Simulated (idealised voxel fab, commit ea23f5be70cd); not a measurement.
Documented hereafter: the process module known as voxel self aligned vias.
Square cells of 5 nm make up the cross-section cut, whose width is 230 nm.
Bands, listed from the top down, are how a cross-section gets written in this document; the cross-section itself is a grid of square cells, and a band is one or more rows of them.
Band: top and bottom heights (nm) first, top before bottom; then materials from left to right, widths in nm. "full width" marks a sole material filling the band edge to edge. "empty" denotes empty space.
Height datum 0, below which the as-received substrate wafer is one material. Lowest band open at the bottom, running downward: "z 0 and below".
Width spec "30..40" -> top row of cells at first value, bottom row at second value, equal per-row change in between.
When a step is marked "identical to before", none of the cells in the cross-section changed during that step.
So "Trapped void list" is basically the list of trapped voids: any empty space of 8 cells or more that can't reach the top through an opening. They're written width x height at distance, the distance being from the left edge, and it's all nm.
Post-settings text on a step line: simulator's own remark regarding the step.
overlay nm: mask right of planned place by this much (step with mask). Neg. = left.
The following list gives the planned process steps:
1 RECEIVE with material Si
2 CONFORMAL_DEP with material SiO2, thk nm 10
3 CONFORMAL_DEP with material SiCN, thk nm 5
4 DIRECTIONAL_DEP with material SiO2, thk nm 30
5 DIRECTIONAL_DEP with material aC, thk nm 15
6 PATTERN with tone open, mask id LINES, material resist, width nm 25, pitch nm 55, thk nm 30, overlay nm 0
7 DIRECTIONAL_ETCH with etch materials aC, depth nm 15
8 STRIP with etch materials resist
9 DIRECTIONAL_ETCH with etch materials SiO2, depth nm 30
10 STRIP with etch materials aC
11 CONFORMAL_DEP with material TiN, thk nm 5
12 FILL_DEP with material W, thk nm 5
13 CMP with height nm 45
14 SELECTIVE_ETCH with etch materials W Ru TiN, depth nm 10
15 FILL_DEP with material SiN, thk nm 5
16 CMP with height nm 45
17 DIRECTIONAL_DEP with material SiO2, thk nm 15
18 DIRECTIONAL_DEP with material aC, thk nm 10
19 PATTERN with tone open, mask id VIAS, material resist, width nm 25, pitch nm 55, thk nm 25, overlay nm 0
20 DIRECTIONAL_ETCH with etch materials aC, depth nm 10
21 STRIP with etch materials resist
22 DIRECTIONAL_ETCH with etch materials SiO2, depth nm 15
23 DIRECTIONAL_ETCH with etch materials SiN, depth nm 10
24 STRIP with etch materials aC
25 CONFORMAL_DEP with material TiN, thk nm 5
26 FILL_DEP with material Ru, thk nm 5
27 CMP with height nm 60
28 CONFORMAL_DEP with material SiCN, thk nm 5
Where the wafers of this document differ is in the width nm of step 19; they start out the same, and the plan states the value that applied to the first wafer.
Received condition of the first of several wafers, sectioned: post-step 1:
* z 0 and below: Si full width
* Trapped void list: none
Here is the cross-section of the first of several wafers at the end of the module, after its last step, step 28:
* z 65 to 60: SiCN full width
* z 60 to 40: SiO2=45, then TiN=5, then Ru=15, then TiN=5, then SiO2=30, then TiN=5, then Ru=15, then TiN=5, then SiO2=30, then TiN=5, then Ru=15, then TiN=5, then SiO2=50
* z 40 to 35: SiO2=45, then TiN=25, then SiO2=30, then TiN=25, then SiO2=30, then TiN=25, then SiO2=50
* z 35 to 20: SiO2=45, then TiN=5, then W=15, then TiN=5, then SiO2=30, then TiN=5, then W=15, then TiN=5, then SiO2=30, then TiN=5, then W=15, then TiN=5, then SiO2=50
* z 20 to 15: SiO2=45, then TiN=25, then SiO2=30, then TiN=25, then SiO2=30, then TiN=25, then SiO2=50
* z 15 to 10: SiCN full width
* z 10 to 0: SiO2 full width
* z 0 and below: Si full width
* Trapped void list: none
Final wafer cross-section at module end:
* z 65 to 60: SiCN full width
* z 60 to 50: SiO2=40, then TiN=5, then Ru=30, then TiN=5, then SiO2=15, then TiN=5, then Ru=30, then TiN=5, then SiO2=15, then TiN=5, then Ru=30, then TiN=5, then SiO2=40
* z 50 to 40: SiO2=40..45, then TiN=10..5, then Ru=15, then TiN=15..5, then SiO2=15..30, then TiN=10..5, then Ru=15, then TiN=15..5, then SiO2=15..30, then TiN=10..5, then Ru=15, then TiN=15..5, then SiO2=40..50
* z 40 to 35: SiO2=45, then TiN=25, then SiO2=30, then TiN=25, then SiO2=30, then TiN=25, then SiO2=50
* z 35 to 20: SiO2=45, then TiN=5, then W=15, then TiN=5, then SiO2=30, then TiN=5, then W=15, then TiN=5, then SiO2=30, then TiN=5, then W=15, then TiN=5, then SiO2=50
* z 20 to 15: SiO2=45, then TiN=25, then SiO2=30, then TiN=25, then SiO2=30, then TiN=25, then SiO2=50
* z 15 to 10: SiCN full width
* z 10 to 0: SiO2 full width
* z 0 and below: Si full width
* Trapped void list: none
Every row in this table is a wafer at the end of the module, and it gives, for each of the materials, the cells that wafer has gained (+) or lost (-) since it was received, then its closed voids:
width nm 25 | +36 Ru | +92 SiCN | +371 SiO2 | +72 TiN | +27 W | Trapped void list: none
width nm 30 | +42 Ru | +92 SiCN | +362 SiO2 | +75 TiN | +27 W | Trapped void list: none
width nm 35 | +48 Ru | +92 SiCN | +353 SiO2 | +78 TiN | +27 W | Trapped void list: none
width nm 40 | +54 Ru | +92 SiCN | +344 SiO2 | +81 TiN | +27 W | Trapped void list: none
